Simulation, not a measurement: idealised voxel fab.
This is a process module. Its name is voxel capacitor over wiring.
Each square cell in cross-section cut measures 5 nm, and the section as a whole is 290 nm wide.
Just so we're on the same page, the cross-sections are grids of square cells, and they're listed out in bands top to bottom, each band one or more rows deep. For a band, the entry starts with two heights in nm, that of the top and then that of the bottom, and carries on with the band's materials in order from left to right, each alongside its width in nm; the word "all across" beside a single material means it fills the band edge to edge, and "air" means empty space. Basically, 0 is our baseline, since under it the wafer straight out of the box is all one material. The bottom band has no lower end and keeps on going down, so it looks like "0 and below". So if you see something like "30->40" for the width, read it as the top row of the band sitting at the first number and the bottom row at the second, with every row in between moving by the same amount as the last. A step reported as "everything unchanged" is a step in which no cell of the cross-section changed. "Entrapped voids" enumerates empty spaces isolated from the top, with no open way to it, that contain at least 8 cells, giving each as width x height at distance from the left edge, all three in nm. It should be noted that, on the line of a given step, the content following the step's settings is a remark produced by the simulator itself with respect to that step. "overlay nm" denotes, for a step that has a mask, the displacement of the mask to the right of its planned place, with negative values corresponding to the left. From here on the document is pairs. In a pair, the cross-section before one process step comes with the cross-section after it, and the latter goes no deeper than the lowest band that changed. What lies in between, the step and its settings, is written under the pair. A pair may be from a different run of this module on the same starting wafer than the pair above it, so it continues from that pair only where its entry headed "Pre-step condition" says so.

PRE-STEP CONDITION
  90 down to 85 = Cu all across
  85 down to 80 = TiN=105 / Cu=5 / TiN=180
  80 down to 75 = SiO2=100 / TiN=5 / Cu=5 / TiN=5 / SiO2=175
  75 down to 65 = SiO2=100 / TiN=15->65 / SiO2=175->125
  65 down to 60 = SiO2=100 / Al2O3=65 / SiO2=125
  60 down to 55 = SiO2=95 / TiN=75 / SiO2=120
  55 down to 45 = lowk=100 / TiN=5 / Ru=5 / TiN=5 / lowk=175
  45 down to 40 = SiCN=100 / TiN=15 / SiCN=175
  40 down to 35 = SiCN=90 / Ru=30 / SiCN=50 / Ru=30 / SiCN=90
  35 down to 15 = SiO2=95 / TiN=5 / Cu=10 / TiN=5 / SiO2=60 / TiN=5 / Cu=10 / TiN=5 / SiO2=95
  15 down to 10 = SiCN=95 / TiN=20 / SiCN=60 / TiN=20 / SiCN=95
  10 down to 0 = SiO2 all across
  0 and below = Si all across
  Entrapped voids: none

AFTER THE STEP
  80 down to 75 = SiO2=100 / TiN=5 / Cu=5 / TiN=5 / SiO2=175
  Below 75, the layers are the same as they were.
  Entrapped voids: none
Between before and after, shown above: CMP with height nm 80

Pre-step condition: The cross-section prior to this step is the one presented after the step of the pair immediately above.

AFTER THE STEP
  85 down to 80 = SiN all across
  Below 80, the layers are the same as they were.
  Entrapped voids: none
Between before and after, shown above: CONFORMAL_DEP with material SiN, thk nm 5

PRE-STEP CONDITION
  80 down to 75 = SiO2=110 / TiN=5 / Cu=5 / TiN=5 / SiO2=165
  75 down to 65 = SiO2=110->100 / TiN=15->65 / SiO2=165->125
  65 down to 60 = SiO2=100 / Al2O3=65 / SiO2=125
  60 down to 55 = SiO2=95 / TiN=75 / SiO2=120
  55 down to 45 = lowk=100 / TiN=5 / Ru=5 / TiN=5 / lowk=175
  45 down to 40 = SiCN=100 / TiN=15 / SiCN=175
  40 down to 35 = SiCN=90 / Ru=30 / SiCN=50 / Ru=30 / SiCN=90
  35 down to 15 = SiO2=95 / TiN=5 / Cu=10 / TiN=5 / SiO2=60 / TiN=5 / Cu=10 / TiN=5 / SiO2=95
  15 down to 10 = SiCN=95 / TiN=20 / SiCN=60 / TiN=20 / SiCN=95
  10 down to 0 = SiO2 all across
  0 and below = Si all across
  Entrapped voids: none

AFTER THE STEP
  85 down to 80 = lowk all across
  Below 80, the layers are the same as they were.
  Entrapped voids: none
Between before and after, shown above: CONFORMAL_DEP with material lowk, thk nm 5

PRE-STEP CONDITION
  70 down to 65 = TiN all across
  65 down to 60 = Al2O3 all across
  60 down to 55 = TiN all across
  55 down to 45 = lowk=100 / TiN=5 / Ru=5 / TiN=5 / lowk=175
  45 down to 40 = SiCN=100 / TiN=15 / SiCN=175
  40 down to 35 = SiCN=90 / Ru=30 / SiCN=50 / Ru=30 / SiCN=90
  35 down to 15 = SiO2=95 / TiN=5 / Cu=10 / TiN=5 / SiO2=60 / TiN=5 / Cu=10 / TiN=5 / SiO2=95
  15 down to 10 = SiCN=95 / TiN=20 / SiCN=60 / TiN=20 / SiCN=95
  10 down to 0 = SiO2 all across
  0 and below = Si all across
  Entrapped voids: none

AFTER THE STEP
  70 down to 65 = TiN=100 / air=65 / TiN=125
  Below 65, the layers are the same as they were.
  Entrapped voids: none
Between before and after, shown above: MASKED_ETCH with tone open, mask id UPPER_PLATE, width nm 65, etch materials TiN, depth nm 5, overlay nm 0

Pre-step condition: The cross-section prior to this step is the one presented after the step of the pair immediately above.

AFTER THE STEP
  70 down to 65 = air=95 / TiN=5 / air=65 / TiN=5 / air=120
  Below 65, the layers are the same as they were.
  Entrapped voids: none
Between before and after, shown above: MASKED_ETCH with tone cover, mask id LOWER_PLATE, width nm 75, etch materials TiN, depth nm 5, overlay nm 0

Pre-step condition: The cross-section prior to this step is the one presented after the step of the pair immediately above.

AFTER THE STEP
  85 down to 70 = SiO2 all across
  70 down to 65 = SiO2=95 / TiN=5 / SiO2=65 / TiN=5 / SiO2=120
  Below 65, the layers are the same as they were.
  Entrapped voids: none
Between before and after, shown above: FILL_DEP with material SiO2, thk nm 15

Pre-step condition: The cross-section prior to this step is the one presented after the step of the pair immediately above.

AFTER THE STEP
  80 down to 70 = SiO2 all across
  Below 70, the layers are the same as they were.
  Entrapped voids: none
Between before and after, shown above: CMP with height nm 80

Pre-step condition: The cross-section prior to this step is the one presented after the step of the pair immediately above.

AFTER THE STEP
  80 down to 70 = SiO2=110 / air=15 / SiO2=165
  Below 70, the layers are the same as they were.
  Entrapped voids: none
Between before and after, shown above: MASKED_ETCH with tone open, mask id PLUG_2, width nm 15, etch materials SiO2, depth nm 10, overlay nm 0

Pre-step condition: The cross-section prior to this step is the one presented after the step of the pair immediately above.

AFTER THE STEP
  85 down to 80 = TiN=115 / air=5 / TiN=170
  80 down to 75 = SiO2=110 / TiN=5 / air=5 / TiN=5 / SiO2=165
  75 down to 70 = SiO2=110 / TiN=15 / SiO2=165
  Below 70, the layers are the same as they were.
  Entrapped voids: none
Between before and after, shown above: CONFORMAL_DEP with material TiN, thk nm 5

Pre-step condition: The cross-section prior to this step is the one presented after the step of the pair immediately above.

AFTER THE STEP
  90 down to 85 = Cu all across
  85 down to 80 = TiN=115 / Cu=5 / TiN=170
  80 down to 75 = SiO2=110 / TiN=5 / Cu=5 / TiN=5 / SiO2=165
  Below 75, the layers are the same as they were.
  Entrapped voids: none
Between before and after, shown above: FILL_DEP with material Cu, thk nm 5

Pre-step condition: The cross-section prior to this step is the one presented after the step of the pair immediately above.

AFTER THE STEP
  80 down to 75 = SiO2=110 / TiN=5 / Cu=5 / TiN=5 / SiO2=165
  Below 75, the layers are the same as they were.
  Entrapped voids: none
Between before and after, shown above: CMP with height nm 80

Pre-step condition: The cross-section prior to this step is the one presented after the step of the pair immediately above.

AFTER THE STEP
  85 down to 80 = SiN all across
  Below 80, the layers are the same as they were.
  Entrapped voids: none
Between before and after, shown above: CONFORMAL_DEP with material SiN, thk nm 5
